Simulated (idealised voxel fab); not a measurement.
This section sets out a process module, namely voxel capacitor over wiring.
The figure presents cross-section cut, which has a width of 295 nm and is divided into square cells with an edge length of 5 nm.
For the purposes of this document, a cross-section shall be understood as a grid of square cells, specified as bands listed in top-to-bottom order, each band consisting of one or more rows of cells. For a band, the entry starts with two heights in nm, that of the top and then that of the bottom, and carries on with the band's materials in order from left to right, each alongside its width in nm; the word "throughout" beside a single material means it fills the band edge to edge, and "empty" means empty space. All heights in this document are referenced to 0, defined as the level beneath which the wafer, as received, consists entirely of one material. The lowest band is not bounded below; it extends indefinitely downward and is written in the form "from 0 down". Note: "30 to 40" means the width goes from the first number (top row of the band) to the second number (bottom row) in equal steps per row of cells. The cross-section has no changed cell in any step marked "no alteration". "Enclosed internal cavities" contains a list of empty spaces, each no smaller than 8 cells and without an open way to the top, written in the form width x height at distance with the distance from the left edge and all three in nm. Read whatever lies past the settings on a step's line as the simulator's own remark about the step. The "overlay nm" setting may appear on a step's line; for a step that uses a mask, it gives how far to the right of its planned position the mask lay, and a negative value indicates the left. So the way this works: pairs, before and after one process step. The after picture only goes down to the lowest band that actually changed, nothing below. Step and its settings are under each pair. And watch out, pairs might come from different runs of this module, same starting wafer though, so a pair only follows on from the one above if its "Before processing step" entry tells you so.

# Before processing step
  from 80 to 70 | 90 nm empty, 65 nm aC, 140 nm empty
  from 70 to 65 | 90 nm empty, 65 nm TiN, 140 nm empty
  from 65 to 60 | 90 nm aC, 65 nm TiN, 140 nm aC
  from 60 to 55 | 90 nm aC, 65 nm SiN, 140 nm aC
  from 55 to 50 | TiN throughout
  from 50 to 35 | 100 nm lowk, 5 nm TiN, 5 nm Ru, 5 nm TiN, 180 nm lowk
  from 35 to 30 | 100 nm SiCN, 15 nm TiN, 180 nm SiCN
  from 30 to 15 | 95 nm SiO2, 5 nm TiN, 10 nm Cu, 5 nm TiN, 60 nm SiO2, 5 nm TiN, 10 nm Cu, 5 nm TiN, 100 nm SiO2
  from 15 to 10 | 95 nm SiCN, 20 nm TiN, 60 nm SiCN, 20 nm TiN, 100 nm SiCN
  from 10 to 0 | SiO2 throughout
  from 0 down | Si throughout
  Enclosed internal cavities: none

# Sectional Result
  from 105 to 80 | 95 nm empty, 75 nm resist, 125 nm empty
  from 80 to 70 | 90 nm empty, 65 nm aC, 15 nm resist, 125 nm empty
  from 70 to 65 | 90 nm empty, 65 nm TiN, 15 nm resist, 125 nm empty
  Rest of section, below 65: as before.
  Enclosed internal cavities: none
The step occurring between the two cross-sections depicted above is identified as op PATTERN | tone cover | mask id LOWER_PLATE | material resist | width nm 75 | thk nm 25 | overlay nm 0

Before processing step: Please consult the pair immediately above; the cross-section it shows after its step is the state before this step.

# Sectional Result
  from 95 to 80 | 95 nm empty, 75 nm resist, 125 nm empty
  from 80 to 70 | 95 nm empty, 60 nm aC, 15 nm resist, 125 nm empty
  from 70 to 65 | 90 nm empty, 65 nm TiN, 15 nm resist, 125 nm empty
  from 65 to 60 | 90 nm empty, 65 nm TiN, 15 nm aC, 125 nm empty
  from 60 to 55 | 90 nm empty, 65 nm SiN, 15 nm aC, 125 nm empty
  Rest of section, below 55: as before.
  Enclosed internal cavities: none
The step occurring between the two cross-sections depicted above is identified as op DIRECTIONAL_ETCH | etch materials aC | depth nm 10

Before processing step: Please consult the pair immediately above; the cross-section it shows after its step is the state before this step.

# Sectional Result
  from 80 to 70 | 95 nm empty, 60 nm aC, 140 nm empty
  from 70 to 65 | 90 nm empty, 65 nm TiN, 140 nm empty
  Rest of section, below 65: as before.
  Enclosed internal cavities: none
The step occurring between the two cross-sections depicted above is identified as op STRIP | etch materials resist

Before processing step: Please consult the pair immediately above; the cross-section it shows after its step is the state before this step.

# Sectional Result
  from 80 to 70 | 95 nm empty, 60 nm aC, 140 nm empty
  from 70 to 65 | 95 nm empty, 60 nm TiN, 140 nm empty
  from 65 to 60 | 90 nm empty, 65 nm TiN, 15 nm aC, 125 nm empty
  from 60 to 55 | 90 nm empty, 65 nm SiN, 15 nm aC, 125 nm empty
  from 55 to 50 | 90 nm empty, 80 nm TiN, 125 nm empty
  Rest of section, below 50: as before.
  Enclosed internal cavities: none
The step occurring between the two cross-sections depicted above is identified as op DIRECTIONAL_ETCH | etch materials TiN | depth nm 5

Before processing step: Please consult the pair immediately above; the cross-section it shows after its step is the state before this step.

# Sectional Result
  from 70 to 60 | 95 to 90 nm empty, 60 to 65 nm TiN, 140 nm empty
  from 60 to 55 | 90 nm empty, 65 nm SiN, 140 nm empty
  Rest of section, below 55: as before.
  Enclosed internal cavities: none
The step occurring between the two cross-sections depicted above is identified as op STRIP | etch materials aC

Before processing step: Please consult the pair immediately above; the cross-section it shows after its step is the state before this step.

# Sectional Result
  from 90 to 70 | SiO2 throughout
  from 70 to 60 | 95 to 90 nm SiO2, 60 to 65 nm TiN, 140 nm SiO2
  from 60 to 55 | 90 nm SiO2, 65 nm SiN, 140 nm SiO2
  from 55 to 50 | 90 nm SiO2, 80 nm TiN, 125 nm SiO2
  Rest of section, below 50: as before.
  Enclosed internal cavities: none
The step occurring between the two cross-sections depicted above is identified as op FILL_DEP | material SiO2 | thk nm 20

Before processing step: Please consult the pair immediately above; the cross-section it shows after its step is the state before this step.

# Sectional Result
  from 85 to 70 | SiO2 throughout
  Rest of section, below 70: as before.
  Enclosed internal cavities: none
The step occurring between the two cross-sections depicted above is identified as op CMP | height nm 85

Before processing step: Please consult the pair immediately above; the cross-section it shows after its step is the state before this step.

# Sectional Result
  from 100 to 85 | 110 nm resist, 15 nm empty, 170 nm resist
  Rest of section, below 85: as before.
  Enclosed internal cavities: none
The step occurring between the two cross-sections depicted above is identified as op PATTERN | tone open | mask id PLUG_2 | material resist | width nm 15 | thk nm 15 | overlay nm 0

Before processing step: Please consult the pair immediately above; the cross-section it shows after its step is the state before this step.

# Sectional Result
  from 100 to 85 | 110 nm resist, 15 nm empty, 170 nm resist
  from 85 to 70 | 110 nm SiO2, 15 nm empty, 170 nm SiO2
  Rest of section, below 70: as before.
  Enclosed internal cavities: none
The step occurring between the two cross-sections depicted above is identified as op DIRECTIONAL_ETCH | etch materials SiO2 | depth nm 15

Before processing step: Please consult the pair immediately above; the cross-section it shows after its step is the state before this step.

# Sectional Result
  from 85 to 70 | 110 nm SiO2, 15 nm empty, 170 nm SiO2
  Rest of section, below 70: as before.
  Enclosed internal cavities: none
The step occurring between the two cross-sections depicted above is identified as op STRIP | etch materials resist

Before processing step: Please consult the pair immediately above; the cross-section it shows after its step is the state before this step.

# Sectional Result
  from 90 to 85 | 115 nm TiN, 5 nm empty, 175 nm TiN
  from 85 to 75 | 110 nm SiO2, 5 nm TiN, 5 nm empty, 5 nm TiN, 170 nm SiO2
  from 75 to 65 | 110 to 95 nm SiO2, 15 to 60 nm TiN, 170 to 140 nm SiO2
  Rest of section, below 65: as before.
  Enclosed internal cavities: none
The step occurring between the two cross-sections depicted above is identified as op CONFORMAL_DEP | material TiN | thk nm 5

Before processing step: Please consult the pair immediately above; the cross-section it shows after its step is the state before this step.

# Sectional Result
  from 95 to 90 | Ru throughout
  from 90 to 85 | 115 nm TiN, 5 nm Ru, 175 nm TiN
  from 85 to 75 | 110 nm SiO2, 5 nm TiN, 5 nm Ru, 5 nm TiN, 170 nm SiO2
  Rest of section, below 75: as before.
  Enclosed internal cavities: none
The step occurring between the two cross-sections depicted above is identified as op FILL_DEP | material Ru | thk nm 5

Before processing step: Please consult the pair immediately above; the cross-section it shows after its step is the state before this step.

# Sectional Result
  from 85 to 75 | 110 nm SiO2, 5 nm TiN, 5 nm Ru, 5 nm TiN, 170 nm SiO2
  Rest of section, below 75: as before.
  Enclosed internal cavities: none
The step occurring between the two cross-sections depicted above is identified as op CMP | height nm 85

Before processing step: Please consult the pair immediately above; the cross-section it shows after its step is the state before this step.

# Sectional Result
  from 90 to 85 | SiN throughout
  Rest of section, below 85: as before.
  Enclosed internal cavities: none
The step occurring between the two cross-sections depicted above is identified as op CONFORMAL_DEP | material SiN | thk nm 5

# Before processing step
  from 0 down | Si throughout
  Enclosed internal cavities: none

# Sectional Result
  from 10 to 0 | lowk throughout
  Rest of section, below 0: as before.
  Enclosed internal cavities: none
The step occurring between the two cross-sections depicted above is identified as op CONFORMAL_DEP | material lowk | thk nm 10

Before processing step: Please consult the pair immediately above; the cross-section it shows after its step is the state before this step.

# Sectional Result
  from 15 to 10 | SiCN throughout
  Rest of section, below 10: as before.
  Enclosed internal cavities: none
The step occurring between the two cross-sections depicted above is identified as op CONFORMAL_DEP | material SiCN | thk nm 5

Before processing step: Please consult the pair immediately above; the cross-section it shows after its step is the state before this step.

# Sectional Result
  from 30 to 15 | SiO2 throughout
  Rest of section, below 15: as before.
  Enclosed internal cavities: none
The step occurring between the two cross-sections depicted above is identified as op DIRECTIONAL_DEP | material SiO2 | thk nm 15

Before processing step: Please consult the pair immediately above; the cross-section it shows after its step is the state before this step.

# Sectional Result
  from 40 to 30 | aC throughout
  Rest of section, below 30: as before.
  Enclosed internal cavities: none
The step occurring between the two cross-sections depicted above is identified as op DIRECTIONAL_DEP | material aC | thk nm 10

Before processing step: Please consult the pair immediately above; the cross-section it shows after its step is the state before this step.

# Sectional Result
  from 65 to 40 | 95 nm resist, 20 nm empty, 60 nm resist, 20 nm empty, 100 nm resist
  Rest of section, below 40: as before.
  Enclosed internal cavities: none
The step occurring between the two cross-sections depicted above is identified as op PATTERN | tone open | mask id METAL_1 | material resist | width nm 20 | pitch nm 80 | thk nm 25 | overlay nm 0

Before processing step: Please consult the pair immediately above; the cross-section it shows after its step is the state before this step.

# Sectional Result
  from 55 to 40 | 95 nm resist, 20 nm empty, 60 nm resist, 20 nm empty, 100 nm resist
  from 40 to 30 | 95 nm aC, 20 nm empty, 60 nm aC, 20 nm empty, 100 nm aC
  Rest of section, below 30: as before.
  Enclosed internal cavities: none
The step occurring between the two cross-sections depicted above is identified as op DIRECTIONAL_ETCH | etch materials aC | depth nm 10

Before processing step: Please consult the pair immediately above; the cross-section it shows after its step is the state before this step.

# Sectional Result
  from 40 to 30 | 95 nm aC, 20 nm empty, 60 nm aC, 20 nm empty, 100 nm aC
  Rest of section, below 30: as before.
  Enclosed internal cavities: none
The step occurring between the two cross-sections depicted above is identified as op STRIP | etch materials resist

Before processing step: Please consult the pair immediately above; the cross-section it shows after its step is the state before this step.

# Sectional Result
  from 40 to 30 | 95 nm aC, 20 nm empty, 60 nm aC, 20 nm empty, 100 nm aC
  from 30 to 15 | 95 nm SiO2, 20 nm empty, 60 nm SiO2, 20 nm empty, 100 nm SiO2
  Rest of section, below 15: as before.
  Enclosed internal cavities: none
The step occurring between the two cross-sections depicted above is identified as op DIRECTIONAL_ETCH | etch materials SiO2 | depth nm 15

Before processing step: Please consult the pair immediately above; the cross-section it shows after its step is the state before this step.

# Sectional Result
  from 40 to 30 | 95 nm aC, 20 nm empty, 60 nm aC, 20 nm empty, 100 nm aC
  from 30 to 15 | 95 nm SiO2, 20 nm empty, 60 nm SiO2, 20 nm empty, 100 nm SiO2
  from 15 to 10 | 95 nm SiCN, 20 nm empty, 60 nm SiCN, 20 nm empty, 100 nm SiCN
  Rest of section, below 10: as before.
  Enclosed internal cavities: none
The step occurring between the two cross-sections depicted above is identified as op DIRECTIONAL_ETCH | etch materials SiCN | depth nm 5

Before processing step: Please consult the pair immediately above; the cross-section it shows after its step is the state before this step.

# Sectional Result
  from 30 to 15 | 95 nm SiO2, 20 nm empty, 60 nm SiO2, 20 nm empty, 100 nm SiO2
  Rest of section, below 15: as before.
  Enclosed internal cavities: none
The step occurring between the two cross-sections depicted above is identified as op STRIP | etch materials aC

Before processing step: Please consult the pair immediately above; the cross-section it shows after its step is the state before this step.

# Sectional Result
  from 35 to 30 | 100 nm TiN, 10 nm empty, 70 nm TiN, 10 nm empty, 105 nm TiN
  from 30 to 15 | 95 nm SiO2, 5 nm TiN, 10 nm empty, 5 nm TiN, 60 nm SiO2, 5 nm TiN, 10 nm empty, 5 nm TiN, 100 nm SiO2
  from 15 to 10 | 95 nm SiCN, 20 nm TiN, 60 nm SiCN, 20 nm TiN, 100 nm SiCN
  Rest of section, below 10: as before.
  Enclosed internal cavities: none
The step occurring between the two cross-sections depicted above is identified as op CONFORMAL_DEP | material TiN | thk nm 5

Before processing step: Please consult the pair immediately above; the cross-section it shows after its step is the state before this step.

# Sectional Result
  from 45 to 35 | Cu throughout
  from 35 to 30 | 100 nm TiN, 10 nm Cu, 70 nm TiN, 10 nm Cu, 105 nm TiN
  from 30 to 15 | 95 nm SiO2, 5 nm TiN, 10 nm Cu, 5 nm TiN, 60 nm SiO2, 5 nm TiN, 10 nm Cu, 5 nm TiN, 100 nm SiO2
  Rest of section, below 15: as before.
  Enclosed internal cavities: none
The step occurring between the two cross-sections depicted above is identified as op FILL_DEP | material Cu | thk nm 10

Before processing step: Please consult the pair immediately above; the cross-section it shows after its step is the state before this step.

# Sectional Result
  from 30 to 15 | 95 nm SiO2, 5 nm TiN, 10 nm Cu, 5 nm TiN, 60 nm SiO2, 5 nm TiN, 10 nm Cu, 5 nm TiN, 100 nm SiO2
  Rest of section, below 15: as before.
  Enclosed internal cavities: none
The step occurring between the two cross-sections depicted above is identified as op CMP | height nm 30

Before processing step: Please consult the pair immediately above; the cross-section it shows after its step is the state before this step.

# Sectional Result
  from 35 to 30 | SiCN throughout
  Rest of section, below 30: as before.
  Enclosed internal cavities: none
The step occurring between the two cross-sections depicted above is identified as op CONFORMAL_DEP | material SiCN | thk nm 5

Before processing step: Please consult the pair immediately above; the cross-section it shows after its step is the state before this step.

# Sectional Result
  from 50 to 35 | lowk throughout
  Rest of section, below 35: as before.
  Enclosed internal cavities: none
The step occurring between the two cross-sections depicted above is identified as op DIRECTIONAL_DEP | material lowk | thk nm 15

Before processing step: Please consult the pair immediately above; the cross-section it shows after its step is the state before this step.

# Sectional Result
  from 60 to 50 | aC throughout
  Rest of section, below 50: as before.
  Enclosed internal cavities: none
The step occurring between the two cross-sections depicted above is identified as op DIRECTIONAL_DEP | material aC | thk nm 10

Before processing step: Please consult the pair immediately above; the cross-section it shows after its step is the state before this step.

# Sectional Result
  from 90 to 60 | 100 nm resist, 15 nm empty, 180 nm resist
  Rest of section, below 60: as before.
  Enclosed internal cavities: none
The step occurring between the two cross-sections depicted above is identified as op PATTERN | tone open | mask id PLUG_1 | material resist | width nm 15 | thk nm 30 | overlay nm 0

Before processing step: Please consult the pair immediately above; the cross-section it shows after its step is the state before this step.

# Sectional Result
  from 80 to 60 | 100 nm resist, 15 nm empty, 180 nm resist
  from 60 to 50 | 100 nm aC, 15 nm empty, 180 nm aC
  Rest of section, below 50: as before.
  Enclosed internal cavities: none
The step occurring between the two cross-sections depicted above is identified as op DIRECTIONAL_ETCH | etch materials aC | depth nm 10

Before processing step: Please consult the pair immediately above; the cross-section it shows after its step is the state before this step.

# Sectional Result
  from 60 to 50 | 100 nm aC, 15 nm empty, 180 nm aC
  Rest of section, below 50: as before.
  Enclosed internal cavities: none
The step occurring between the two cross-sections depicted above is identified as op STRIP | etch materials resist

Before processing step: Please consult the pair immediately above; the cross-section it shows after its step is the state before this step.

# Sectional Result
  from 60 to 50 | 100 nm aC, 15 nm empty, 180 nm aC
  from 50 to 35 | 100 nm lowk, 15 nm empty, 180 nm lowk
  Rest of section, below 35: as before.
  Enclosed internal cavities: none
The step occurring between the two cross-sections depicted above is identified as op DIRECTIONAL_ETCH | etch materials lowk | depth nm 15

Before processing step: Please consult the pair immediately above; the cross-section it shows after its step is the state before this step.

# Sectional Result
  from 60 to 50 | 100 nm aC, 15 nm empty, 180 nm aC
  from 50 to 35 | 100 nm lowk, 15 nm empty, 180 nm lowk
  from 35 to 30 | 100 nm SiCN, 15 nm empty, 180 nm SiCN
  Rest of section, below 30: as before.
  Enclosed internal cavities: none
The step occurring between the two cross-sections depicted above is identified as op DIRECTIONAL_ETCH | etch materials SiCN | depth nm 5

Before processing step: Please consult the pair immediately above; the cross-section it shows after its step is the state before this step.

# Sectional Result
  from 50 to 35 | 100 nm lowk, 15 nm empty, 180 nm lowk
  Rest of section, below 35: as before.
  Enclosed internal cavities: none
The step occurring between the two cross-sections depicted above is identified as op STRIP | etch materials aC

Before processing step: Please consult the pair immediately above; the cross-section it shows after its step is the state before this step.

# Sectional Result
  from 55 to 50 | 105 nm TiN, 5 nm empty, 185 nm TiN
  from 50 to 35 | 100 nm lowk, 5 nm TiN, 5 nm empty, 5 nm TiN, 180 nm lowk
  from 35 to 30 | 100 nm SiCN, 15 nm TiN, 180 nm SiCN
  Rest of section, below 30: as before.
  Enclosed internal cavities: none
The step occurring between the two cross-sections depicted above is identified as op CONFORMAL_DEP | material TiN | thk nm 5

Before processing step: Please consult the pair immediately above; the cross-section it shows after its step is the state before this step.

# Sectional Result
  from 65 to 55 | Ru throughout
  from 55 to 50 | 105 nm TiN, 5 nm Ru, 185 nm TiN
  from 50 to 35 | 100 nm lowk, 5 nm TiN, 5 nm Ru, 5 nm TiN, 180 nm lowk
  Rest of section, below 35: as before.
  Enclosed internal cavities: none
The step occurring between the two cross-sections depicted above is identified as op FILL_DEP | material Ru | thk nm 10

Before processing step: Please consult the pair immediately above; the cross-section it shows after its step is the state before this step.

# Sectional Result
  from 50 to 35 | 100 nm lowk, 5 nm TiN, 5 nm Ru, 5 nm TiN, 180 nm lowk
  Rest of section, below 35: as before.
  Enclosed internal cavities: none
The step occurring between the two cross-sections depicted above is identified as op CMP | height nm 50

Before processing step: Please consult the pair immediately above; the cross-section it shows after its step is the state before this step.

# Sectional Result
  from 55 to 50 | TiN throughout
  Rest of section, below 50: as before.
  Enclosed internal cavities: none
The step occurring between the two cross-sections depicted above is identified as op DIRECTIONAL_DEP | material TiN | thk nm 5

Before processing step: Please consult the pair immediately above; the cross-section it shows after its step is the state before this step.

# Sectional Result
  from 60 to 55 | SiN throughout
  Rest of section, below 55: as before.
  Enclosed internal cavities: none
The step occurring between the two cross-sections depicted above is identified as op DIRECTIONAL_DEP | material SiN | thk nm 5

Before processing step: Please consult the pair immediately above; the cross-section it shows after its step is the state before this step.

# Sectional Result
  from 70 to 60 | TiN throughout
  Rest of section, below 60: as before.
  Enclosed internal cavities: none
The step occurring between the two cross-sections depicted above is identified as op DIRECTIONAL_DEP | material TiN | thk nm 10

Before processing step: Please consult the pair immediately above; the cross-section it shows after its step is the state before this step.

# Sectional Result
  from 85 to 70 | 100 nm empty, 65 nm resist, 130 nm empty
  Rest of section, below 70: as before.
  Enclosed internal cavities: none
The step occurring between the two cross-sections depicted above is identified as op PATTERN | tone cover | mask id UPPER_PLATE | material resist | width nm 65 | thk nm 15 | overlay nm 0

Before processing step: Please consult the pair immediately above; the cross-section it shows after its step is the state before this step.

# Sectional Result
  from 85 to 70 | 100 nm empty, 65 nm resist, 130 nm empty
  from 70 to 60 | 100 nm empty, 65 nm TiN, 130 nm empty
  Rest of section, below 60: as before.
  Enclosed internal cavities: none
The step occurring between the two cross-sections depicted above is identified as op DIRECTIONAL_ETCH | etch materials TiN | depth nm 10

Before processing step: Please consult the pair immediately above; the cross-section it shows after its step is the state before this step.

# Sectional Result
  from 85 to 70 | 100 nm empty, 65 nm resist, 130 nm empty
  from 70 to 60 | 100 nm empty, 65 nm TiN, 130 nm empty
  from 60 to 55 | 100 nm empty, 65 nm SiN, 130 nm empty
  Rest of section, below 55: as before.
  Enclosed internal cavities: none
The step occurring between the two cross-sections depicted above is identified as op DIRECTIONAL_ETCH | etch materials SiN | depth nm 5

Before processing step: Please consult the pair immediately above; the cross-section it shows after its step is the state before this step.

# Sectional Result
  from 70 to 60 | 100 nm empty, 65 nm TiN, 130 nm empty
  Rest of section, below 60: as before.
  Enclosed internal cavities: none
The step occurring between the two cross-sections depicted above is identified as op STRIP | etch materials resist

Before processing step: Please consult the pair immediately above; the cross-section it shows after its step is the state before this step.

# Sectional Result
  from 80 to 70 | 100 nm empty, 65 nm aC, 130 nm empty
  from 70 to 65 | 100 nm empty, 65 nm TiN, 130 nm empty
  from 65 to 60 | 100 nm aC, 65 nm TiN, 130 nm aC
  from 60 to 55 | 100 nm aC, 65 nm SiN, 130 nm aC
  Rest of section, below 55: as before.
  Enclosed internal cavities: none
The step occurring between the two cross-sections depicted above is identified as op DIRECTIONAL_DEP | material aC | thk nm 10

Before processing step: Please consult the pair immediately above; the cross-section it shows after its step is the state before this step.

# Sectional Result
  from 105 to 80 | 95 nm empty, 75 nm resist, 125 nm empty
  from 80 to 70 | 95 nm empty, 5 nm resist, 65 nm aC, 5 nm resist, 125 nm empty
  from 70 to 65 | 95 nm empty, 5 nm resist, 65 nm TiN, 5 nm resist, 125 nm empty
  Rest of section, below 65: as before.
  Enclosed internal cavities: none
The step occurring between the two cross-sections depicted above is identified as op PATTERN | tone cover | mask id LOWER_PLATE | material resist | width nm 75 | thk nm 25 | overlay nm 0

Before processing step: Please consult the pair immediately above; the cross-section it shows after its step is the state before this step.

# Sectional Result
  from 95 to 80 | 95 nm empty, 75 nm resist, 125 nm empty
  from 80 to 70 | 95 nm empty, 5 nm resist, 65 nm aC, 5 nm resist, 125 nm empty
  from 70 to 65 | 95 nm empty, 5 nm resist, 65 nm TiN, 5 nm resist, 125 nm empty
  from 65 to 60 | 95 nm empty, 5 nm aC, 65 nm TiN, 5 nm aC, 125 nm empty
  from 60 to 55 | 95 nm empty, 5 nm aC, 65 nm SiN, 5 nm aC, 125 nm empty
  Rest of section, below 55: as before.
  Enclosed internal cavities: none
The step occurring between the two cross-sections depicted above is identified as op DIRECTIONAL_ETCH | etch materials aC | depth nm 10

Before processing step: Please consult the pair immediately above; the cross-section it shows after its step is the state before this step.

# Sectional Result
  from 80 to 70 | 100 nm empty, 65 nm aC, 130 nm empty
  from 70 to 65 | 100 nm empty, 65 nm TiN, 130 nm empty
  Rest of section, below 65: as before.
  Enclosed internal cavities: none
The step occurring between the two cross-sections depicted above is identified as op STRIP | etch materials resist

Before processing step: Please consult the pair immediately above; the cross-section it shows after its step is the state before this step.

# Sectional Result
  from 80 to 70 | 100 nm empty, 65 nm aC, 130 nm empty
  from 70 to 65 | 100 nm empty, 65 nm TiN, 130 nm empty
  from 65 to 60 | 95 nm empty, 5 nm aC, 65 nm TiN, 5 nm aC, 125 nm empty
  from 60 to 55 | 95 nm empty, 5 nm aC, 65 nm SiN, 5 nm aC, 125 nm empty
  from 55 to 50 | 95 nm empty, 75 nm TiN, 125 nm empty
  Rest of section, below 50: as before.
  Enclosed internal cavities: none
The step occurring between the two cross-sections depicted above is identified as op DIRECTIONAL_ETCH | etch materials TiN | depth nm 5

Before processing step: Please consult the pair immediately above; the cross-section it shows after its step is the state before this step.

# Sectional Result
  from 70 to 60 | 100 nm empty, 65 nm TiN, 130 nm empty
  from 60 to 55 | 100 nm empty, 65 nm SiN, 130 nm empty
  Rest of section, below 55: as before.
  Enclosed internal cavities: none
The step occurring between the two cross-sections depicted above is identified as op STRIP | etch materials aC

Before processing step: Please consult the pair immediately above; the cross-section it shows after its step is the state before this step.

# Sectional Result
  from 90 to 70 | SiO2 throughout
  from 70 to 60 | 100 nm SiO2, 65 nm TiN, 130 nm SiO2
  from 60 to 55 | 100 nm SiO2, 65 nm SiN, 130 nm SiO2
  from 55 to 50 | 95 nm SiO2, 75 nm TiN, 125 nm SiO2
  Rest of section, below 50: as before.
  Enclosed internal cavities: none
The step occurring between the two cross-sections depicted above is identified as op FILL_DEP | material SiO2 | thk nm 20

Before processing step: Please consult the pair immediately above; the cross-section it shows after its step is the state before this step.

# Sectional Result
  from 85 to 70 | SiO2 throughout
  Rest of section, below 70: as before.
  Enclosed internal cavities: none
The step occurring between the two cross-sections depicted above is identified as op CMP | height nm 85

Before processing step: Please consult the pair immediately above; the cross-section it shows after its step is the state before this step.

# Sectional Result
  from 100 to 85 | 110 nm resist, 15 nm empty, 170 nm resist
  Rest of section, below 85: as before.
  Enclosed internal cavities: none
The step occurring between the two cross-sections depicted above is identified as op PATTERN | tone open | mask id PLUG_2 | material resist | width nm 15 | thk nm 15 | overlay nm 0

Before processing step: Please consult the pair immediately above; the cross-section it shows after its step is the state before this step.

# Sectional Result
  from 100 to 85 | 110 nm resist, 15 nm empty, 170 nm resist
  from 85 to 70 | 110 nm SiO2, 15 nm empty, 170 nm SiO2
  Rest of section, below 70: as before.
  Enclosed internal cavities: none
The step occurring between the two cross-sections depicted above is identified as op DIRECTIONAL_ETCH | etch materials SiO2 | depth nm 15

Before processing step: Please consult the pair immediately above; the cross-section it shows after its step is the state before this step.

# Sectional Result
  from 85 to 70 | 110 nm SiO2, 15 nm empty, 170 nm SiO2
  Rest of section, below 70: as before.
  Enclosed internal cavities: none
The step occurring between the two cross-sections depicted above is identified as op STRIP | etch materials resist

Before processing step: Please consult the pair immediately above; the cross-section it shows after its step is the state before this step.

# Sectional Result
  from 90 to 85 | 115 nm TiN, 5 nm empty, 175 nm TiN
  from 85 to 75 | 110 nm SiO2, 5 nm TiN, 5 nm empty, 5 nm TiN, 170 nm SiO2
  from 75 to 70 | 110 nm SiO2, 15 nm TiN, 170 nm SiO2
  Rest of section, below 70: as before.
  Enclosed internal cavities: none
The step occurring between the two cross-sections depicted above is identified as op CONFORMAL_DEP | material TiN | thk nm 5

Before processing step: Please consult the pair immediately above; the cross-section it shows after its step is the state before this step.

# Sectional Result
  from 95 to 90 | Ru throughout
  from 90 to 85 | 115 nm TiN, 5 nm Ru, 175 nm TiN
  from 85 to 75 | 110 nm SiO2, 5 nm TiN, 5 nm Ru, 5 nm TiN, 170 nm SiO2
  Rest of section, below 75: as before.
  Enclosed internal cavities: none
The step occurring between the two cross-sections depicted above is identified as op FILL_DEP | material Ru | thk nm 5

Before processing step: Please consult the pair immediately above; the cross-section it shows after its step is the state before this step.

# Sectional Result
  from 85 to 75 | 110 nm SiO2, 5 nm TiN, 5 nm Ru, 5 nm TiN, 170 nm SiO2
  Rest of section, below 75: as before.
  Enclosed internal cavities: none
The step occurring between the two cross-sections depicted above is identified as op CMP | height nm 85

Before processing step: Please consult the pair immediately above; the cross-section it shows after its step is the state before this step.

# Sectional Result
  from 90 to 85 | SiN throughout
  Rest of section, below 85: as before.
  Enclosed internal cavities: none
The step occurring between the two cross-sections depicted above is identified as op CONFORMAL_DEP | material SiN | thk nm 5

# Before processing step
  from 60 to 50 | aC throughout
  from 50 to 35 | lowk throughout
  from 35 to 30 | SiCN throughout
  from 30 to 15 | 95 nm SiO2, 5 nm TiN, 10 nm Cu, 5 nm TiN, 60 nm SiO2, 5 nm TiN, 10 nm Cu, 5 nm TiN, 100 nm SiO2
  from 15 to 10 | 95 nm SiCN, 20 nm TiN, 60 nm SiCN, 20 nm TiN, 100 nm SiCN
  from 10 to 0 | SiO2 throughout
  from 0 down | Si throughout
  Enclosed internal cavities: none

# Sectional Result
  from 90 to 60 | 100 nm empty, 15 nm resist, 180 nm empty
  Rest of section, below 60: as before.
  Enclosed internal cavities: none
The step occurring between the two cross-sections depicted above is identified as op PATTERN | tone cover | mask id PLUG_1 | material resist | width nm 15 | thk nm 30 | overlay nm 0

Before processing step: Please consult the pair immediately above; the cross-section it shows after its step is the state before this step.

# Sectional Result
  from 80 to 60 | 100 nm empty, 15 nm resist, 180 nm empty
  from 60 to 50 | 100 nm empty, 15 nm aC, 180 nm empty
  Rest of section, below 50: as before.
  Enclosed internal cavities: none
The step occurring between the two cross-sections depicted above is identified as op DIRECTIONAL_ETCH | etch materials aC | depth nm 10

Before processing step: Please consult the pair immediately above; the cross-section it shows after its step is the state before this step.

# Sectional Result
  from 60 to 50 | 100 nm empty, 15 nm aC, 180 nm empty
  Rest of section, below 50: as before.
  Enclosed internal cavities: none
The step occurring between the two cross-sections depicted above is identified as op STRIP | etch materials resist

Before processing step: Please consult the pair immediately above; the cross-section it shows after its step is the state before this step.

# Sectional Result
  from 60 to 50 | 100 nm empty, 15 nm aC, 180 nm empty
  from 50 to 35 | 100 nm empty, 15 nm lowk, 180 nm empty
  Rest of section, below 35: as before.
  Enclosed internal cavities: none
The step occurring between the two cross-sections depicted above is identified as op DIRECTIONAL_ETCH | etch materials lowk | depth nm 15

Before processing step: Please consult the pair immediately above; the cross-section it shows after its step is the state before this step.

# Sectional Result
  from 60 to 50 | 100 nm empty, 15 nm aC, 180 nm empty
  from 50 to 35 | 100 nm empty, 15 nm lowk, 180 nm empty
  from 35 to 30 | 100 nm empty, 15 nm SiCN, 180 nm empty
  Rest of section, below 30: as before.
  Enclosed internal cavities: none
The step occurring between the two cross-sections depicted above is identified as op DIRECTIONAL_ETCH | etch materials SiCN | depth nm 5

Before processing step: Please consult the pair immediately above; the cross-section it shows after its step is the state before this step.

# Sectional Result
  from 50 to 35 | 100 nm empty, 15 nm lowk, 180 nm empty
  Rest of section, below 35: as before.
  Enclosed internal cavities: none
The step occurring between the two cross-sections depicted above is identified as op STRIP | etch materials aC

Before processing step: Please consult the pair immediately above; the cross-section it shows after its step is the state before this step.

# Sectional Result
  from 55 to 50 | 95 nm empty, 25 nm TiN, 175 nm empty
  from 50 to 35 | 95 nm empty, 5 nm TiN, 15 nm lowk, 5 nm TiN, 175 nm empty
  from 35 to 30 | 100 nm TiN, 15 nm SiCN, 180 nm TiN
  Rest of section, below 30: as before.
  Enclosed internal cavities: none
The step occurring between the two cross-sections depicted above is identified as op CONFORMAL_DEP | material TiN | thk nm 5

Before processing step: Please consult the pair immediately above; the cross-section it shows after its step is the state before this step.

# Sectional Result
  from 65 to 55 | Ru throughout
  from 55 to 50 | 95 nm Ru, 25 nm TiN, 175 nm Ru
  from 50 to 35 | 95 nm Ru, 5 nm TiN, 15 nm lowk, 5 nm TiN, 175 nm Ru
  Rest of section, below 35: as before.
  Enclosed internal cavities: none
The step occurring between the two cross-sections depicted above is identified as op FILL_DEP | material Ru | thk nm 10

Before processing step: Please consult the pair immediately above; the cross-section it shows after its step is the state before this step.

# Sectional Result
  from 50 to 35 | 95 nm Ru, 5 nm TiN, 15 nm lowk, 5 nm TiN, 175 nm Ru
  Rest of section, below 35: as before.
  Enclosed internal cavities: none
The step occurring between the two cross-sections depicted above is identified as op CMP | height nm 50
